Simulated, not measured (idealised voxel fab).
process module | voxel wiring stack
cross-section cut | 260 nm wide | cells 5 nm
A cross-section is a grid of square cells, given in bands from the top down. A band is one or more rows of cells.
Each band's line starts with the height of the band's top and of its bottom, in nm. Then come its materials from left to right, each with its width in nm. One material with "throughout" fills the band from edge to edge. "air" is empty space.
Height 0 is the level under which the wafer as received is all one material. The lowest band goes on downwards, as in "0 down".
A width such as "30 to 40" changes by the same amount from each row of cells to the next, from the band's top row to its bottom row.
"no change" after a step means that no cell of the cross-section changed.
closed voids: empty space of 8 cells or more with no open way to the top, each as width x height at its distance from the left edge, in nm
after a step's settings: what the simulator itself notes on the step
overlay nm, on a step with a mask: how far to the right of its planned place the mask lay; to the left if negative
plan
1 op RECEIVE | material Si
2 op CONFORMAL_DEP | material SiO2 | thk nm 15
3 op DIRECTIONAL_DEP | material TiN | thk nm 5
4 op DIRECTIONAL_DEP | material Ru | thk nm 15
5 op PATTERN | tone cover | mask id METAL_1 | material resist | width nm 20 | pitch nm 45 | thk nm 20 | overlay nm 0
6 op DIRECTIONAL_ETCH | etch materials Ru | depth nm 15
7 op DIRECTIONAL_ETCH | etch materials TiN | depth nm 5
8 op STRIP | etch materials resist
9 op CONFORMAL_DEP | material SiN | thk nm 5
10 op FILL_DEP | material SiO2 | thk nm 10
11 op CMP | height nm 35
12 op CONFORMAL_DEP | material SiCN | thk nm 5
13 op DIRECTIONAL_DEP | material SiO2 | thk nm 30
14 op MASKED_ETCH | tone open | mask id METAL_2_HOLES | width nm 15 | pitch nm 45 | etch materials SiO2 | depth nm 30 | overlay nm 0
15 op MASKED_ETCH | tone open | mask id METAL_2 | width nm 20 | pitch nm 45 | etch materials SiO2 | depth nm 15 | overlay nm 0
16 op MASKED_ETCH | tone open | mask id METAL_2 | width nm 20 | pitch nm 45 | etch materials SiCN | depth nm 5 | overlay nm 0
17 op CONFORMAL_DEP | material TiN | thk nm 5
18 op FILL_DEP | material Ru | thk nm 10
19 op CMP | height nm 70
20 op CONFORMAL_DEP | material SiCN | thk nm 5
first wafer, as planned
as received, after step 1
  0 down: Si throughout
  closed voids: none
after step 2
  15 to 0: SiO2 throughout
  below 0: unchanged
after step 3
  20 to 15: TiN throughout
  below 15: unchanged
after step 4
  35 to 20: Ru throughout
  below 20: unchanged
after step 5
  55 to 35: air 50 | resist 20 | air 25 | resist 20 | air 25 | resist 20 | air 25 | resist 20 | air 55
  below 35: unchanged
after step 6
  55 to 35: air 50 | resist 20 | air 25 | resist 20 | air 25 | resist 20 | air 25 | resist 20 | air 55
  35 to 20: air 50 | Ru 20 | air 25 | Ru 20 | air 25 | Ru 20 | air 25 | Ru 20 | air 55
  below 20: unchanged
after step 7
  55 to 35: air 50 | resist 20 | air 25 | resist 20 | air 25 | resist 20 | air 25 | resist 20 | air 55
  35 to 20: air 50 | Ru 20 | air 25 | Ru 20 | air 25 | Ru 20 | air 25 | Ru 20 | air 55
  20 to 15: air 50 | TiN 20 | air 25 | TiN 20 | air 25 | TiN 20 | air 25 | TiN 20 | air 55
  below 15: unchanged
after step 8
  35 to 20: air 50 | Ru 20 | air 25 | Ru 20 | air 25 | Ru 20 | air 25 | Ru 20 | air 55
  below 20: unchanged
after step 9
  40 to 35: air 45 | SiN 30 | air 15 | SiN 30 | air 15 | SiN 30 | air 15 | SiN 30 | air 50
  35 to 20: air 45 | SiN 5 | Ru 20 | SiN 5 | air 15 | SiN 5 | Ru 20 | SiN 5 | air 15 | SiN 5 | Ru 20 | SiN 5 | air 15 | SiN 5 | Ru 20 | SiN 5 | air 50
  20 to 15: SiN 50 | TiN 20 | SiN 25 | TiN 20 | SiN 25 | TiN 20 | SiN 25 | TiN 20 | SiN 55
  below 15: unchanged
after step 10
  50 to 40: SiO2 throughout
  40 to 35: SiO2 45 | SiN 30 | SiO2 15 | SiN 30 | SiO2 15 | SiN 30 | SiO2 15 | SiN 30 | SiO2 50
  35 to 20: SiO2 45 | SiN 5 | Ru 20 | SiN 5 | SiO2 15 | SiN 5 | Ru 20 | SiN 5 | SiO2 15 | SiN 5 | Ru 20 | SiN 5 | SiO2 15 | SiN 5 | Ru 20 | SiN 5 | SiO2 50
  below 20: unchanged
after step 11
  35 to 20: SiO2 45 | SiN 5 | Ru 20 | SiN 5 | SiO2 15 | SiN 5 | Ru 20 | SiN 5 | SiO2 15 | SiN 5 | Ru 20 | SiN 5 | SiO2 15 | SiN 5 | Ru 20 | SiN 5 | SiO2 50
  below 20: unchanged
after step 12
  40 to 35: SiCN throughout
  below 35: unchanged
after step 13
  70 to 40: SiO2 throughout
  below 40: unchanged
after step 14
  70 to 40: SiO2 50 | air 15 | SiO2 30 | air 15 | SiO2 30 | air 15 | SiO2 30 | air 15 | SiO2 60
  below 40: unchanged
after step 15
  70 to 55: SiO2 50 | air 20 | SiO2 25 | air 20 | SiO2 25 | air 20 | SiO2 25 | air 20 | SiO2 55
  below 55: unchanged
after step 16
  70 to 55: SiO2 50 | air 20 | SiO2 25 | air 20 | SiO2 25 | air 20 | SiO2 25 | air 20 | SiO2 55
  55 to 40: SiO2 50 | air 15 | SiO2 30 | air 15 | SiO2 30 | air 15 | SiO2 30 | air 15 | SiO2 60
  40 to 35: SiCN 50 | air 15 | SiCN 30 | air 15 | SiCN 30 | air 15 | SiCN 30 | air 15 | SiCN 60
  below 35: unchanged
after step 17
  75 to 70: TiN 55 | air 10 | TiN 35 | air 10 | TiN 35 | air 10 | TiN 35 | air 10 | TiN 60
  70 to 60: SiO2 50 | TiN 5 | air 10 | TiN 5 | SiO2 25 | TiN 5 | air 10 | TiN 5 | SiO2 25 | TiN 5 | air 10 | TiN 5 | SiO2 25 | TiN 5 | air 10 | TiN 5 | SiO2 55
  60 to 55: SiO2 50 | TiN 5 | air 5 | TiN 10 | SiO2 25 | TiN 5 | air 5 | TiN 10 | SiO2 25 | TiN 5 | air 5 | TiN 10 | SiO2 25 | TiN 5 | air 5 | TiN 10 | SiO2 55
  55 to 40: SiO2 50 | TiN 5 | air 5 | TiN 5 | SiO2 30 | TiN 5 | air 5 | TiN 5 | SiO2 30 | TiN 5 | air 5 | TiN 5 | SiO2 30 | TiN 5 | air 5 | TiN 5 | SiO2 60
  40 to 35: SiCN 50 | TiN 15 | SiCN 30 | TiN 15 | SiCN 30 | TiN 15 | SiCN 30 | TiN 15 | SiCN 60
  below 35: unchanged
after step 18
  85 to 75: Ru throughout
  75 to 70: TiN 55 | Ru 10 | TiN 35 | Ru 10 | TiN 35 | Ru 10 | TiN 35 | Ru 10 | TiN 60
  70 to 60: SiO2 50 | TiN 5 | Ru 10 | TiN 5 | SiO2 25 | TiN 5 | Ru 10 | TiN 5 | SiO2 25 | TiN 5 | Ru 10 | TiN 5 | SiO2 25 | TiN 5 | Ru 10 | TiN 5 | SiO2 55
  60 to 55: SiO2 50 | TiN 5 | Ru 5 | TiN 10 | SiO2 25 | TiN 5 | Ru 5 | TiN 10 | SiO2 25 | TiN 5 | Ru 5 | TiN 10 | SiO2 25 | TiN 5 | Ru 5 | TiN 10 | SiO2 55
  55 to 40: SiO2 50 | TiN 5 | Ru 5 | TiN 5 | SiO2 30 | TiN 5 | Ru 5 | TiN 5 | SiO2 30 | TiN 5 | Ru 5 | TiN 5 | SiO2 30 | TiN 5 | Ru 5 | TiN 5 | SiO2 60
  below 40: unchanged
after step 19
  70 to 60: SiO2 50 | TiN 5 | Ru 10 | TiN 5 | SiO2 25 | TiN 5 | Ru 10 | TiN 5 | SiO2 25 | TiN 5 | Ru 10 | TiN 5 | SiO2 25 | TiN 5 | Ru 10 | TiN 5 | SiO2 55
  below 60: unchanged
after step 20
  75 to 70: SiCN throughout
  below 70: unchanged
second wafer: like start, like plan, one mistake. Through step 1 it matches the first wafer
when step 2 should have ended
  30 to 0: SiO2 throughout
  below 0: unchanged
when step 3 should have ended
  35 to 30: TiN throughout
  below 30: unchanged
when step 4 should have ended
  50 to 35: Ru throughout
  below 35: unchanged
when step 5 should have ended
  70 to 50: air 50 | resist 20 | air 25 | resist 20 | air 25 | resist 20 | air 25 | resist 20 | air 55
  below 50: unchanged
when step 6 should have ended
  70 to 50: air 50 | resist 20 | air 25 | resist 20 | air 25 | resist 20 | air 25 | resist 20 | air 55
  50 to 35: air 50 | Ru 20 | air 25 | Ru 20 | air 25 | Ru 20 | air 25 | Ru 20 | air 55
  below 35: unchanged
when step 7 should have ended
  70 to 50: air 50 | resist 20 | air 25 | resist 20 | air 25 | resist 20 | air 25 | resist 20 | air 55
  50 to 35: air 50 | Ru 20 | air 25 | Ru 20 | air 25 | Ru 20 | air 25 | Ru 20 | air 55
  35 to 30: air 50 | TiN 20 | air 25 | TiN 20 | air 25 | TiN 20 | air 25 | TiN 20 | air 55
  below 30: unchanged
when step 8 should have ended
  50 to 35: air 50 | Ru 20 | air 25 | Ru 20 | air 25 | Ru 20 | air 25 | Ru 20 | air 55
  below 35: unchanged
when step 9 should have ended
  55 to 50: air 45 | SiN 30 | air 15 | SiN 30 | air 15 | SiN 30 | air 15 | SiN 30 | air 50
  50 to 35: air 45 | SiN 5 | Ru 20 | SiN 5 | air 15 | SiN 5 | Ru 20 | SiN 5 | air 15 | SiN 5 | Ru 20 | SiN 5 | air 15 | SiN 5 | Ru 20 | SiN 5 | air 50
  35 to 30: SiN 50 | TiN 20 | SiN 25 | TiN 20 | SiN 25 | TiN 20 | SiN 25 | TiN 20 | SiN 55
  below 30: unchanged
when step 10 should have ended
  65 to 55: SiO2 throughout
  55 to 50: SiO2 45 | SiN 30 | SiO2 15 | SiN 30 | SiO2 15 | SiN 30 | SiO2 15 | SiN 30 | SiO2 50
  50 to 35: SiO2 45 | SiN 5 | Ru 20 | SiN 5 | SiO2 15 | SiN 5 | Ru 20 | SiN 5 | SiO2 15 | SiN 5 | Ru 20 | SiN 5 | SiO2 15 | SiN 5 | Ru 20 | SiN 5 | SiO2 50
  below 35: unchanged
when step 11 should have ended
  35 to 30: SiN 50 | TiN 20 | SiN 25 | TiN 20 | SiN 25 | TiN 20 | SiN 25 | TiN 20 | SiN 55
  below 30: unchanged
when step 12 should have ended
  40 to 35: SiCN throughout
  below 35: unchanged
when step 13 should have ended
  70 to 40: SiO2 throughout
  below 40: unchanged
when step 14 should have ended
  70 to 40: SiO2 50 | air 15 | SiO2 30 | air 15 | SiO2 30 | air 15 | SiO2 30 | air 15 | SiO2 60
  below 40: unchanged
when step 15 should have ended
  70 to 55: SiO2 50 | air 20 | SiO2 25 | air 20 | SiO2 25 | air 20 | SiO2 25 | air 20 | SiO2 55
  below 55: unchanged
when step 16 should have ended
  70 to 55: SiO2 50 | air 20 | SiO2 25 | air 20 | SiO2 25 | air 20 | SiO2 25 | air 20 | SiO2 55
  55 to 40: SiO2 50 | air 15 | SiO2 30 | air 15 | SiO2 30 | air 15 | SiO2 30 | air 15 | SiO2 60
  40 to 35: SiCN 50 | air 15 | SiCN 30 | air 15 | SiCN 30 | air 15 | SiCN 30 | air 15 | SiCN 60
  below 35: unchanged
when step 17 should have ended
  75 to 70: TiN 55 | air 10 | TiN 35 | air 10 | TiN 35 | air 10 | TiN 35 | air 10 | TiN 60
  70 to 60: SiO2 50 | TiN 5 | air 10 | TiN 5 | SiO2 25 | TiN 5 | air 10 | TiN 5 | SiO2 25 | TiN 5 | air 10 | TiN 5 | SiO2 25 | TiN 5 | air 10 | TiN 5 | SiO2 55
  60 to 55: SiO2 50 | TiN 5 | air 5 | TiN 10 | SiO2 25 | TiN 5 | air 5 | TiN 10 | SiO2 25 | TiN 5 | air 5 | TiN 10 | SiO2 25 | TiN 5 | air 5 | TiN 10 | SiO2 55
  55 to 40: SiO2 50 | TiN 5 | air 5 | TiN 5 | SiO2 30 | TiN 5 | air 5 | TiN 5 | SiO2 30 | TiN 5 | air 5 | TiN 5 | SiO2 30 | TiN 5 | air 5 | TiN 5 | SiO2 60
  40 to 35: SiCN 50 | TiN 15 | SiCN 30 | TiN 15 | SiCN 30 | TiN 15 | SiCN 30 | TiN 15 | SiCN 60
  below 35: unchanged
when step 18 should have ended
  85 to 75: Ru throughout
  75 to 70: TiN 55 | Ru 10 | TiN 35 | Ru 10 | TiN 35 | Ru 10 | TiN 35 | Ru 10 | TiN 60
  70 to 60: SiO2 50 | TiN 5 | Ru 10 | TiN 5 | SiO2 25 | TiN 5 | Ru 10 | TiN 5 | SiO2 25 | TiN 5 | Ru 10 | TiN 5 | SiO2 25 | TiN 5 | Ru 10 | TiN 5 | SiO2 55
  60 to 55: SiO2 50 | TiN 5 | Ru 5 | TiN 10 | SiO2 25 | TiN 5 | Ru 5 | TiN 10 | SiO2 25 | TiN 5 | Ru 5 | TiN 10 | SiO2 25 | TiN 5 | Ru 5 | TiN 10 | SiO2 55
  55 to 40: SiO2 50 | TiN 5 | Ru 5 | TiN 5 | SiO2 30 | TiN 5 | Ru 5 | TiN 5 | SiO2 30 | TiN 5 | Ru 5 | TiN 5 | SiO2 30 | TiN 5 | Ru 5 | TiN 5 | SiO2 60
  below 40: unchanged
when step 19 should have ended
  70 to 60: SiO2 50 | TiN 5 | Ru 10 | TiN 5 | SiO2 25 | TiN 5 | Ru 10 | TiN 5 | SiO2 25 | TiN 5 | Ru 10 | TiN 5 | SiO2 25 | TiN 5 | Ru 10 | TiN 5 | SiO2 55
  below 60: unchanged
when step 20 should have ended
  75 to 70: SiCN throughout
  below 70: unchanged
what went wrong: step 2 was run twice
at the end the second wafer has, in cells: 48 fewer of Ru | 24 fewer of SiN | 72 more of SiO2
